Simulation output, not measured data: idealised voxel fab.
Process module name: voxel transistor to metal
This is section cut - it's 150 nm across, gridded in 5 nm square cells.
Just so we're on the same page, the cross-sections are grids of square cells, and they're listed out in bands top to bottom, each band one or more rows deep.
Per band: top height and bottom height in nm, followed by the left-to-right materials and their widths in nm; "all across" marks a single material spanning edge to edge, "air" marks empty space.
Heights from 0 (as-received wafer is one material below). Bottom band endless downward, as "from 0 down".
Per-row width for "30->40": begins at first number (top row of band), ends at second number (bottom row), increment between rows held constant.
The cross-section has no changed cell in any step marked "nothing got changed".
For the entry "Catalogued sealed voids", the listed items are empty spaces with no open way to the top whose size is 8 cells or more; each item follows the pattern width x height at distance, where distance is from the left edge and all three are in nm.
after a step's settings: what the simulator itself notes on the step
For masked steps, "overlay nm" on the step line gives how far right of plan the mask actually lay; a minus sign means it lay to the left.
### The process steps that were planned are listed below
1: RECEIVE [material Si]
2: OXIDIZE [depth nm 5]
3: CONFORMAL_DEP [material SiN] [thk nm 10]
4: MASKED_ETCH [tone cover] [mask id ACTIVE] [width nm 110] [etch materials SiN] [depth nm 10] [overlay nm -5]
5: MASKED_ETCH [tone cover] [mask id ACTIVE] [width nm 110] [etch materials SiO2] [depth nm 5] [overlay nm 0]
6: MASKED_ETCH [tone cover] [mask id ACTIVE] [width nm 110] [etch materials Si] [depth nm 30] [overlay nm 0]
7: OXIDIZE [depth nm 5]
8: FILL_DEP [material SiO2] [thk nm 10]
9: CMP [height nm 10]
10: SELECTIVE_ETCH [etch materials SiO2] [depth nm 5]
11: STRIP [etch materials SiN]
12: SELECTIVE_ETCH [etch materials SiO2] [depth nm 5]
13: OXIDIZE [depth nm 5]
14: DIRECTIONAL_DEP [material polySi] [thk nm 25]
15: DIRECTIONAL_DEP [material SiCN] [thk nm 10]
16: PATTERN [tone cover] [mask id GATE] [material resist] [width nm 30] [thk nm 20] [overlay nm 0]
17: DIRECTIONAL_ETCH [etch materials SiCN] [depth nm 20]
18: DIRECTIONAL_ETCH [etch materials polySi] [depth nm 35]
19: STRIP [etch materials resist]
20: CONFORMAL_DEP [material SiN] [thk nm 10]
21: DIRECTIONAL_ETCH [etch materials SiN] [depth nm 10]
22: DIRECTIONAL_ETCH [etch materials SiO2] [depth nm 5]
23: EPI [material SiGe] [thk nm 5]
24: FILL_DEP [material SiO2] [thk nm 5]
25: CMP [height nm 20]
26: STRIP [etch materials polySi]
27: SELECTIVE_ETCH [etch materials SiO2] [depth nm 5]
28: CONFORMAL_DEP [material HfO2] [thk nm 5]
29: CONFORMAL_DEP [material TiN] [thk nm 5]
30: FILL_DEP [material W] [thk nm 10]
31: CMP [height nm 15]
32: DIRECTIONAL_DEP [material SiO2] [thk nm 10]
33: MASKED_ETCH [tone open] [mask id CONTACT] [width nm 20] [pitch nm 80] [etch materials SiO2] [depth nm 30] [overlay nm 0]
34: CONFORMAL_DEP [material TiN] [thk nm 5]
35: FILL_DEP [material W] [thk nm 10]
36: CMP [height nm 25]
37: DIRECTIONAL_DEP [material TiN] [thk nm 5]
38: DIRECTIONAL_DEP [material W] [thk nm 20]
39: DIRECTIONAL_DEP [material aC] [thk nm 15]
40: PATTERN [tone cover] [mask id METAL_1] [material resist] [width nm 20] [pitch nm 80] [thk nm 35] [overlay nm 0]
41: DIRECTIONAL_ETCH [etch materials aC] [depth nm 15]
42: STRIP [etch materials resist]
43: DIRECTIONAL_ETCH [etch materials W] [depth nm 20]
44: DIRECTIONAL_ETCH [etch materials TiN] [depth nm 5]
45: STRIP [etch materials aC]
46: CONFORMAL_DEP [material SiN] [thk nm 5]
47: FILL_DEP [material lowk] [thk nm 10]
48: CMP [height nm 50]
49: CONFORMAL_DEP [material SiN] [thk nm 5]
For clarity, it should be stated that the wafers under discussion commence in an identical condition and differ with respect to the overlay nm of step 4, the plan indicating the value that the first wafer had.
### Cross-section of the first incoming wafer of several, state after step 1
	from 0 down = Si all across
	Catalogued sealed voids: none
### At the end of the module, after its last step, step 49, the first of several wafers appears in cross-section as follows
	from 55 to 50 = SiN all across
	from 50 to 30 = 20 lowk / 5 SiN / 20 W / 5 SiN / 50 lowk / 5 SiN / 20 W / 5 SiN / 20 lowk
	from 30 to 25 = 25 SiN / 20 TiN / 60 SiN / 20 TiN / 25 SiN
	from 25 to 15 = 25 SiO2 / 5 TiN / 10 W / 5 TiN / 60 SiO2 / 5 TiN / 10 W / 5 TiN / 25 SiO2
	from 15 to 5 = 25 SiO2 / 5 TiN / 10 W / 5 TiN / 5 SiO2 / 10 SiN / 5 HfO2 / 5 TiN / 10 W / 5 TiN / 5 HfO2 / 10 SiN / 5 SiO2 / 5 TiN / 10 W / 5 TiN / 25 SiO2
	from 5 to 0 = 25 SiO2 / 5 TiN / 10 W / 5 TiN / 5 SiO2 / 10 SiN / 5 HfO2 / 5 TiN / 10 W / 5 TiN / 5 HfO2 / 10 SiN / 5 SiO2 / 5 TiN / 5 W / 10 TiN / 25 SiO2
	from 0 to -5 = 10 SiO2 / 10 SiN / 5 SiO2 / 20 TiN / 5 SiO2 / 10 SiN / 5 HfO2 / 20 TiN / 5 HfO2 / 10 SiN / 5 SiO2 / 15 TiN / 10 SiN / 20 SiO2
	from -5 to -10 = 20 SiO2 / 30 SiGe / 5 SiO2 / 40 HfO2 / 5 SiO2 / 20 SiGe / 30 SiO2
	from -10 to -40 = 20 SiO2 / 105 Si / 25 SiO2
	from -40 down = Si all across
	Catalogued sealed voids: none
### Last wafer of the set, cross-sectioned at end of module
	from 55 to 50 = SiN all across
	from 50 to 30 = 20 lowk / 5 SiN / 20 W / 5 SiN / 50 lowk / 5 SiN / 20 W / 5 SiN / 20 lowk
	from 30 to 25 = 25 SiN / 20 TiN / 60 SiN / 20 TiN / 25 SiN
	from 25 to 15 = 25 SiO2 / 5 TiN / 10 W / 5 TiN / 60 SiO2 / 5 TiN / 10 W / 5 TiN / 25 SiO2
	from 15 to 5 = 25 SiO2 / 5 TiN / 10 W / 5 TiN / 5 SiO2 / 10 SiN / 5 HfO2 / 5 TiN / 10 W / 5 TiN / 5 HfO2 / 10 SiN / 5 SiO2 / 5 TiN / 10 W / 5 TiN / 25 SiO2
	from 5 to 0 = 25 SiO2 / 10 TiN / 5 W / 5 TiN / 5 SiO2 / 10 SiN / 5 HfO2 / 5 TiN / 10 W / 5 TiN / 5 HfO2 / 10 SiN / 5 SiO2 / 5 TiN / 10 W / 5 TiN / 25 SiO2
	from 0 to -5 = 20 SiO2 / 10 SiN / 15 TiN / 5 SiO2 / 10 SiN / 5 HfO2 / 20 TiN / 5 HfO2 / 10 SiN / 5 SiO2 / 20 TiN / 5 SiO2 / 10 SiN / 10 SiO2
	from -5 to -10 = 30 SiO2 / 20 SiGe / 5 SiO2 / 40 HfO2 / 5 SiO2 / 30 SiGe / 20 SiO2
	from -10 to -40 = 25 SiO2 / 105 Si / 20 SiO2
	from -40 down = Si all across
	Catalogued sealed voids: none
### Where each wafer stands at the end of the module, a row apiece: cells of each material gained (+) or lost (-) since it was received, then closed voids
overlay nm -5; +16 HfO2; -114 Si; +10 SiGe; +88 SiN; +155 SiO2; +46 TiN; +57 W; +72 lowk; Catalogued sealed voids: none
overlay nm 0; +16 HfO2; -120 Si; +10 SiGe; +88 SiN; +160 SiO2; +46 TiN; +58 W; +72 lowk; Catalogued sealed voids: none
overlay nm 5; +16 HfO2; -114 Si; +10 SiGe; +88 SiN; +155 SiO2; +46 TiN; +57 W; +72 lowk; Catalogued sealed voids: none
